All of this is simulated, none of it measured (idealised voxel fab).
Module name: voxel transistor to metal (process module)
This is section cut - it's 215 nm across, gridded in 5 nm square cells.
Just so we're on the same page, the cross-sections are grids of square cells, and they're listed out in bands top to bottom, each band one or more rows deep.
Per band: top height and bottom height in nm, followed by the left-to-right materials and their widths in nm; "everywhere" marks a single material spanning edge to edge, "air" marks empty space.
Ref level 0: as-received wafer is one material below here. Bottom band extends down with no lower bound ("0 and below").
A width such as "30 to 40" changes by the same amount from each row of cells to the next, from the band's top row to its bottom row.
It should be understood that the words "stayed the same", when stated for a given step, signify that the cross-section underwent no change in any of its cells during that step.
Enclosed voids (no open way to top), threshold 8 cells or more, entry "Closed void register", notation width x height at distance, distance from left edge, nm.
after a step's settings: what the simulator itself notes on the step
"overlay nm" answers the question of how far to the right of plan the mask lay on a step that has a mask, and when it is negative the answer is to the left.

[The following list gives the planned process steps]
- 1: RECEIVE (material Si)
- 2: CONFORMAL_DEP (material SiO2; thk nm 5)
- 3: CONFORMAL_DEP (material SiN; thk nm 10)
- 4: PATTERN (tone cover; mask id ACTIVE; material resist; width nm 110; thk nm 15; overlay nm 0)
- 5: DIRECTIONAL_ETCH (etch materials SiN; depth nm 10)
- 6: DIRECTIONAL_ETCH (etch materials SiO2; depth nm 5)
- 7: DIRECTIONAL_ETCH (etch materials Si; depth nm 20)
- 8: STRIP (etch materials resist)
- 9: OXIDIZE (depth nm 5)
- 10: FILL_DEP (material SiO2; thk nm 15)
- 11: CMP (height nm 15)
- 12: SELECTIVE_ETCH (etch materials SiO2; depth nm 5)
- 13: STRIP (etch materials SiN)
- 14: SELECTIVE_ETCH (etch materials SiO2; depth nm 5)
- 15: OXIDIZE (depth nm 5)
- 16: DIRECTIONAL_DEP (material polySi; thk nm 30)
- 17: DIRECTIONAL_DEP (material SiCN; thk nm 10)
- 18: PATTERN (tone cover; mask id GATE; material resist; width nm 20; thk nm 15; overlay nm 0)
- 19: DIRECTIONAL_ETCH (etch materials SiCN; depth nm 20)
- 20: DIRECTIONAL_ETCH (etch materials polySi; depth nm 40)
- 21: STRIP (etch materials resist)
- 22: CONFORMAL_DEP (material SiN; thk nm 10)
- 23: DIRECTIONAL_ETCH (etch materials SiN; depth nm 10)
- 24: DIRECTIONAL_ETCH (etch materials SiO2; depth nm 5)
- 25: DIRECTIONAL_ETCH (etch materials Si; depth nm 10)
- 26: EPI (material pSi; thk nm 10)
- 27: FILL_DEP (material SiO2; thk nm 5)
- 28: CMP (height nm 40)
- 29: DIRECTIONAL_DEP (material SiO2; thk nm 10)
- 30: PATTERN (tone open; mask id CONTACT; material resist; width nm 20; pitch nm 80; thk nm 20; overlay nm 0)
- 31: DIRECTIONAL_ETCH (etch materials SiO2; depth nm 55)
- 32: STRIP (etch materials resist)
- 33: CONFORMAL_DEP (material TiN; thk nm 5)
- 34: FILL_DEP (material Ru; thk nm 5)
- 35: CMP (height nm 50)
- 36: CONFORMAL_DEP (material SiCN; thk nm 5)
- 37: DIRECTIONAL_DEP (material lowk; thk nm 20)
- 38: PATTERN (tone open; mask id METAL_1; material resist; width nm 20; pitch nm 80; thk nm 15; overlay nm 0)
- 39: DIRECTIONAL_ETCH (etch materials lowk; depth nm 20)
- 40: DIRECTIONAL_ETCH (etch materials SiCN; depth nm 5)
- 41: STRIP (etch materials resist)
- 42: CONFORMAL_DEP (material TiN; thk nm 5)
- 43: FILL_DEP (material Cu; thk nm 10)
- 44: CMP (height nm 75)
- 45: CONFORMAL_DEP (material SiCN; thk nm 5)
- 46: DIRECTIONAL_DEP (material SiO2; thk nm 35)
- 47: DIRECTIONAL_DEP (material aC; thk nm 15)
- 48: PATTERN (tone open; mask id METAL_2_HOLES; material resist; width nm 15; pitch nm 80; thk nm 35; overlay nm 0)
- 49: DIRECTIONAL_ETCH (etch materials aC; depth nm 15)
- 50: STRIP (etch materials resist)
- 51: DIRECTIONAL_ETCH (etch materials SiO2; depth nm 35)
- 52: STRIP (etch materials aC)
- 53: MASKED_ETCH (tone open; mask id METAL_2; width nm 20; pitch nm 80; etch materials SiO2; depth nm 20; overlay nm 0)
- 54: MASKED_ETCH (tone open; mask id METAL_2; width nm 20; pitch nm 80; etch materials SiCN; depth nm 5; overlay nm 0)
- 55: CONFORMAL_DEP (material TiN; thk nm 5)
- 56: FILL_DEP (material Ru; thk nm 5)
- 57: CMP (height nm 115)
- 58: CONFORMAL_DEP (material SiCN; thk nm 5)

[As received (post step 1): cross-section]
> 0 and below  Si everywhere
> Closed void register: none

[Cross-sectional view of the first of the two wafers upon completion of the module, processed in accordance with the plan]
> 120 down to 115  SiCN everywhere
> 115 down to 100  55 nm SiO2, 5 nm TiN, 10 nm Ru, 5 nm TiN, 60 nm SiO2, 5 nm TiN, 10 nm Ru, 5 nm TiN, 60 nm SiO2
> 100 down to 95  55 nm SiO2, 5 nm TiN, 5 nm Ru, 10 nm TiN, 60 nm SiO2, 5 nm TiN, 5 nm Ru, 10 nm TiN, 60 nm SiO2
> 95 down to 80  55 nm SiO2, 5 nm TiN, 5 nm Ru, 5 nm TiN, 65 nm SiO2, 5 nm TiN, 5 nm Ru, 5 nm TiN, 65 nm SiO2
> 80 down to 75  55 nm SiCN, 15 nm TiN, 65 nm SiCN, 15 nm TiN, 65 nm SiCN
> 75 down to 55  55 nm lowk, 5 nm TiN, 10 nm Cu, 5 nm TiN, 60 nm lowk, 5 nm TiN, 10 nm Cu, 5 nm TiN, 60 nm lowk
> 55 down to 50  55 nm SiCN, 20 nm TiN, 60 nm SiCN, 20 nm TiN, 60 nm SiCN
> 50 down to 40  55 nm SiO2, 5 nm TiN, 10 nm Ru, 5 nm TiN, 60 nm SiO2, 5 nm TiN, 10 nm Ru, 5 nm TiN, 60 nm SiO2
> 40 down to 30  55 nm SiO2, 5 nm TiN, 10 nm Ru, 5 nm TiN, 10 nm SiO2, 10 nm SiN, 20 nm SiCN, 10 nm SiN, 10 nm SiO2, 5 nm TiN, 10 nm Ru, 5 nm TiN, 60 nm SiO2
> 30 down to 5  55 nm SiO2, 5 nm TiN, 10 nm Ru, 5 nm TiN, 10 nm SiO2, 10 nm SiN, 20 nm polySi, 10 nm SiN, 10 nm SiO2, 5 nm TiN, 10 nm Ru, 5 nm TiN, 60 nm SiO2
> 5 down to 0  45 nm SiO2, 10 nm SiN, 5 nm TiN, 10 nm Ru, 5 nm TiN, 10 nm pSi, 10 nm SiN, 20 nm polySi, 10 nm SiN, 10 nm pSi, 5 nm TiN, 10 nm Ru, 5 nm TiN, 10 nm SiN, 50 nm SiO2
> 0 down to -5  55 nm SiO2, 20 nm TiN, 10 nm pSi, 40 nm SiO2, 10 nm pSi, 20 nm TiN, 60 nm SiO2
> -5 down to -15  55 nm SiO2, 30 nm pSi, 40 nm Si, 30 nm pSi, 60 nm SiO2
> -15 down to -25  55 nm SiO2, 100 nm Si, 60 nm SiO2
> -25 and below  Si everywhere
> Closed void register: none

[Here's the second of our two wafers sectioned at module end. Same start as the first, same plan, but one mistake got made running it]
> 120 down to 115  SiCN everywhere
> 115 down to 100  55 nm SiO2, 5 nm TiN, 10 nm Ru, 5 nm TiN, 60 nm SiO2, 5 nm TiN, 10 nm Ru, 5 nm TiN, 60 nm SiO2
> 100 down to 95  55 nm SiO2, 5 nm TiN, 5 nm Ru, 10 nm TiN, 60 nm SiO2, 5 nm TiN, 5 nm Ru, 10 nm TiN, 60 nm SiO2
> 95 down to 80  55 nm SiO2, 5 nm TiN, 5 nm Ru, 5 nm TiN, 65 nm SiO2, 5 nm TiN, 5 nm Ru, 5 nm TiN, 65 nm SiO2
> 80 down to 75  55 nm SiCN, 15 nm TiN, 65 nm SiCN, 15 nm TiN, 65 nm SiCN
> 75 down to 55  55 nm lowk, 5 nm TiN, 10 nm Cu, 5 nm TiN, 60 nm lowk, 5 nm TiN, 10 nm Cu, 5 nm TiN, 60 nm lowk
> 55 down to 50  55 nm SiCN, 20 nm TiN, 60 nm SiCN, 20 nm TiN, 60 nm SiCN
> 50 down to 40  55 nm SiO2, 5 nm TiN, 10 nm Ru, 5 nm TiN, 60 nm SiO2, 5 nm TiN, 10 nm Ru, 5 nm TiN, 60 nm SiO2
> 40 down to 35  55 nm SiO2, 5 nm TiN, 10 nm Ru, 5 nm TiN, 10 nm SiO2, 10 nm SiN, 20 nm SiCN, 10 nm SiN, 10 nm SiO2, 5 nm TiN, 10 nm Ru, 5 nm TiN, 60 nm SiO2
> 35 down to 5  55 nm SiO2, 5 nm TiN, 10 nm Ru, 5 nm TiN, 10 nm SiO2, 10 nm SiN, 20 nm polySi, 10 nm SiN, 10 nm SiO2, 5 nm TiN, 10 nm Ru, 5 nm TiN, 60 nm SiO2
> 5 down to 0  45 nm SiO2, 10 nm SiN, 5 nm TiN, 10 nm Ru, 5 nm TiN, 10 nm pSi, 10 nm SiN, 20 nm polySi, 10 nm SiN, 10 nm pSi, 5 nm TiN, 10 nm Ru, 5 nm TiN, 10 nm SiN, 50 nm SiO2
> 0 down to -5  55 nm SiO2, 20 nm TiN, 10 nm pSi, 40 nm SiO2, 10 nm pSi, 20 nm TiN, 60 nm SiO2
> -5 down to -15  55 nm SiO2, 30 nm pSi, 40 nm Si, 30 nm pSi, 60 nm SiO2
> -15 down to -25  55 nm SiO2, 100 nm Si, 60 nm SiO2
> -25 and below  Si everywhere
> Closed void register: none
It is concluded that the wafer was processed incorrectly with respect to the plan, in that step 16 was processed under conditions differing from the plan, specifically as DIRECTIONAL_DEP (material polySi; thk nm 35)
It is noted that, at the conclusion of processing, the second wafer exhibits a higher or lower cell count for certain materials relative to the first: SiCN -4, polySi +4
